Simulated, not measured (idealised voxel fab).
Module name: voxel trench capacitor (process module)
In the cross-section labelled cut, the width is 205 nm and each square cell is 5 nm.
A cross-section is written here as square cells arranged in a grid, and it is given in bands from the top down, each band taking up one or more rows of cells. The band entry comprises the height of the band's top followed by the height of its bottom, expressed in nm, and subsequently the band's materials from left to right, each stated together with its width in nm. Where a single material is marked with the word "full width", that material fills the band from edge to edge. The word "air" represents empty space. Ref level 0: as-received wafer is one material below here. Bottom band extends down with no lower bound ("top 0, no bottom"). Width spec "30->40" -> top row of cells at first value, bottom row at second value, equal per-row change in between. You'll sometimes find "all unchanged" written for a step, and that's the way of saying that nowhere in the cross-section did a cell change during that step. Look at "Completely enclosed voids" for the closed voids: empty spaces with no open path to the top, sized 8 cells or up. Each is width x height at distance, distance from the left edge, all nm. Where a step's line continues beyond its settings, the continuation is a remark by the simulator itself on that step. overlay nm: mask right of planned place by this much (step with mask). Neg. = left.

-- List of planned process steps
1: op RECEIVE | material Si
2: op CONFORMAL_DEP | material SiN | thk nm 10
3: op DIRECTIONAL_DEP | material aC | thk nm 15
4: op PATTERN | tone open | mask id TRENCH | material resist | width nm 25 | pitch nm 50 | thk nm 35 | overlay nm 0
5: op DIRECTIONAL_ETCH | etch materials aC | depth nm 15
6: op STRIP | etch materials resist
7: op DIRECTIONAL_ETCH | etch materials SiN | depth nm 10
8: op DIRECTIONAL_ETCH | etch materials Si | depth nm 25
9: op STRIP | etch materials aC
10: op CONFORMAL_DEP | material SiO2 | thk nm 5
11: op FILL_DEP | material polySi | thk nm 10
12: op CMP | height nm 10

-- The first of a set of two wafers, run to plan

-- So this is the incoming wafer in cross-section - it's already been through step 1
    top 0, no bottom: Si full width
    Completely enclosed voids: none

-- Wafer section view after processing step 2
    top 10, bottom 0: SiN full width
    Below 0, no change.

-- Wafer section view after processing step 3
    top 25, bottom 10: aC full width
    Below 10, no change.

-- Wafer section view after processing step 4
    top 60, bottom 25: resist 40 / air 25 / resist 25 / air 25 / resist 25 / air 25 / resist 40
    Below 25, no change.

-- Wafer section view after processing step 5
    top 45, bottom 25: resist 40 / air 25 / resist 25 / air 25 / resist 25 / air 25 / resist 40
    top 25, bottom 10: aC 40 / air 25 / aC 25 / air 25 / aC 25 / air 25 / aC 40
    Below 10, no change.

-- Wafer section view after processing step 6
    top 25, bottom 10: aC 40 / air 25 / aC 25 / air 25 / aC 25 / air 25 / aC 40
    Below 10, no change.

-- Wafer section view after processing step 7
    top 25, bottom 10: aC 40 / air 25 / aC 25 / air 25 / aC 25 / air 25 / aC 40
    top 10, bottom 0: SiN 40 / air 25 / SiN 25 / air 25 / SiN 25 / air 25 / SiN 40
    Below 0, no change.

-- Wafer section view after processing step 8
    top 25, bottom 10: aC 40 / air 25 / aC 25 / air 25 / aC 25 / air 25 / aC 40
    top 10, bottom 0: SiN 40 / air 25 / SiN 25 / air 25 / SiN 25 / air 25 / SiN 40
    top 0, bottom -25: Si 40 / air 25 / Si 25 / air 25 / Si 25 / air 25 / Si 40
    Below -25, no change.

-- Wafer section view after processing step 9
    top 10, bottom 0: SiN 40 / air 25 / SiN 25 / air 25 / SiN 25 / air 25 / SiN 40
    Below 0, no change.

-- Wafer section view after processing step 10
    top 15, bottom 10: SiO2 45 / air 15 / SiO2 35 / air 15 / SiO2 35 / air 15 / SiO2 45
    top 10, bottom 0: SiN 40 / SiO2 5 / air 15 / SiO2 5 / SiN 25 / SiO2 5 / air 15 / SiO2 5 / SiN 25 / SiO2 5 / air 15 / SiO2 5 / SiN 40
    top 0, bottom -20: Si 40 / SiO2 5 / air 15 / SiO2 5 / Si 25 / SiO2 5 / air 15 / SiO2 5 / Si 25 / SiO2 5 / air 15 / SiO2 5 / Si 40
    top -20, bottom -25: Si 40 / SiO2 25 / Si 25 / SiO2 25 / Si 25 / SiO2 25 / Si 40
    Below -25, no change.

-- Wafer section view after processing step 11
    top 25, bottom 15: polySi full width
    top 15, bottom 10: SiO2 45 / polySi 15 / SiO2 35 / polySi 15 / SiO2 35 / polySi 15 / SiO2 45
    top 10, bottom 0: SiN 40 / SiO2 5 / polySi 15 / SiO2 5 / SiN 25 / SiO2 5 / polySi 15 / SiO2 5 / SiN 25 / SiO2 5 / polySi 15 / SiO2 5 / SiN 40
    top 0, bottom -20: Si 40 / SiO2 5 / polySi 15 / SiO2 5 / Si 25 / SiO2 5 / polySi 15 / SiO2 5 / Si 25 / SiO2 5 / polySi 15 / SiO2 5 / Si 40
    Below -20, no change.

-- Wafer section view after processing step 12
    top 10, bottom 0: SiN 40 / SiO2 5 / polySi 15 / SiO2 5 / SiN 25 / SiO2 5 / polySi 15 / SiO2 5 / SiN 25 / SiO2 5 / polySi 15 / SiO2 5 / SiN 40
    Below 0, no change.

-- Second Wafer (Identical Start and Plan, One Processing Error; Matches First Wafer Through Step 3)

-- Second wafer profile in section, at the moment step 4 of the plan was meant to be complete
    top 60, bottom 25: air 40 / resist 25 / air 25 / resist 25 / air 25 / resist 25 / air 40
    Below 25, no change.

-- Second wafer profile in section, at the moment step 5 of the plan was meant to be complete
    top 45, bottom 25: air 40 / resist 25 / air 25 / resist 25 / air 25 / resist 25 / air 40
    top 25, bottom 10: air 40 / aC 25 / air 25 / aC 25 / air 25 / aC 25 / air 40
    Below 10, no change.

-- Second wafer profile in section, at the moment step 6 of the plan was meant to be complete
    top 25, bottom 10: air 40 / aC 25 / air 25 / aC 25 / air 25 / aC 25 / air 40
    Below 10, no change.

-- Second wafer profile in section, at the moment step 7 of the plan was meant to be complete
    top 25, bottom 10: air 40 / aC 25 / air 25 / aC 25 / air 25 / aC 25 / air 40
    top 10, bottom 0: air 40 / SiN 25 / air 25 / SiN 25 / air 25 / SiN 25 / air 40
    Below 0, no change.

-- Second wafer profile in section, at the moment step 8 of the plan was meant to be complete
    top 25, bottom 10: air 40 / aC 25 / air 25 / aC 25 / air 25 / aC 25 / air 40
    top 10, bottom 0: air 40 / SiN 25 / air 25 / SiN 25 / air 25 / SiN 25 / air 40
    top 0, bottom -25: air 40 / Si 25 / air 25 / Si 25 / air 25 / Si 25 / air 40
    Below -25, no change.

-- Second wafer profile in section, at the moment step 9 of the plan was meant to be complete
    top 10, bottom 0: air 40 / SiN 25 / air 25 / SiN 25 / air 25 / SiN 25 / air 40
    Below 0, no change.

-- Second wafer profile in section, at the moment step 10 of the plan was meant to be complete
    top 15, bottom 10: air 35 / SiO2 35 / air 15 / SiO2 35 / air 15 / SiO2 35 / air 35
    top 10, bottom 0: air 35 / SiO2 5 / SiN 25 / SiO2 5 / air 15 / SiO2 5 / SiN 25 / SiO2 5 / air 15 / SiO2 5 / SiN 25 / SiO2 5 / air 35
    top 0, bottom -20: air 35 / SiO2 5 / Si 25 / SiO2 5 / air 15 / SiO2 5 / Si 25 / SiO2 5 / air 15 / SiO2 5 / Si 25 / SiO2 5 / air 35
    top -20, bottom -25: SiO2 40 / Si 25 / SiO2 25 / Si 25 / SiO2 25 / Si 25 / SiO2 40
    Below -25, no change.

-- Second wafer profile in section, at the moment step 11 of the plan was meant to be complete
    top 25, bottom 15: polySi full width
    top 15, bottom 10: polySi 35 / SiO2 35 / polySi 15 / SiO2 35 / polySi 15 / SiO2 35 / polySi 35
    top 10, bottom 0: polySi 35 / SiO2 5 / SiN 25 / SiO2 5 / polySi 15 / SiO2 5 / SiN 25 / SiO2 5 / polySi 15 / SiO2 5 / SiN 25 / SiO2 5 / polySi 35
    top 0, bottom -20: polySi 35 / SiO2 5 / Si 25 / SiO2 5 / polySi 15 / SiO2 5 / Si 25 / SiO2 5 / polySi 15 / SiO2 5 / Si 25 / SiO2 5 / polySi 35
    Below -20, no change.

-- Second wafer profile in section, at the moment step 12 of the plan was meant to be complete
    top 10, bottom 0: polySi 35 / SiO2 5 / SiN 25 / SiO2 5 / polySi 15 / SiO2 5 / SiN 25 / SiO2 5 / polySi 15 / SiO2 5 / SiN 25 / SiO2 5 / polySi 35
    Below 0, no change.
Processing error: planned and actual differ for step 4; actual: op PATTERN | tone cover | mask id TRENCH | material resist | width nm 25 | pitch nm 50 | thk nm 35 | overlay nm 0
Upon completion, the second wafer contains, in terms of cells, a greater or smaller amount of certain materials than the first wafer: Si: 55 fewer, SiN: 22 fewer, SiO2: 11 more, polySi: 66 more
